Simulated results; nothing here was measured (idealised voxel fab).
Process module under the name voxel local oxidation
Each square cell in cross-section cut measures 5 nm, and the section as a whole is 270 nm wide.
A cross-section in this document is a grid of square cells, and it is written down as bands, the top band listed before the ones below it; a band is made up of one or more rows of cells. Read a band's entry like this: the first values are the height of its top and the height of its bottom in nm, and what follows is the sequence of materials from left to right, each with its width in nm. Note that "empty" is empty space, and that a single material marked "throughout" reaches across the band from edge to edge. Convention: height 0 is the level below which the wafer, as received, is all one material. The lowest band does not terminate at the bottom but continues downward, represented as "0..down". With a width like "30..40", each row of cells in the band differs from the next by the same amount, the top row carrying the first number and the bottom row the second. You'll sometimes find "everything unchanged" written for a step, and that's the way of saying that nowhere in the cross-section did a cell change during that step. In the "Closed void list" entry, you get each enclosed empty space of 8 cells or more, one with no open way to the top, written width x height at distance, distance from the left edge, in nm. Anything after a step's settings on that line? It's the simulator's own note about the step. "overlay nm" denotes, for a step that has a mask, the displacement of the mask to the right of its planned place, with negative values corresponding to the left.
-- Steps planned for the process
1) RECEIVE,material Si
2) OXIDIZE,depth nm 5
3) CONFORMAL_DEP,material SiN,thk nm 10
4) MASKED_ETCH,tone cover,mask id ACTIVE,width nm 100,etch materials SiN,depth nm 10,overlay nm 0
5) SELECTIVE_ETCH,etch materials SiO2,depth nm 5
6) OXIDIZE,depth nm 15
7) STRIP,etch materials SiN
-- The cross-section here shows the wafer as received, i.e. in its state after step 1
> 0..down | Si throughout
> Closed void list: none
-- This is how the wafer looks in cross-section once the module is done, given the starting state and plan above and one mistake in carrying the plan out
> 0..-5 | SiO2=80 / empty=110 / SiO2=80
> -5..-20 | Si=65 / SiO2=140 / Si=65
> -20..down | Si throughout
> Closed void list: none
What went wrong in running the wafer? not per plan at step 4, really ran MASKED_ETCH,tone open,mask id ACTIVE,width nm 100,etch materials SiN,depth nm 10,overlay nm 0
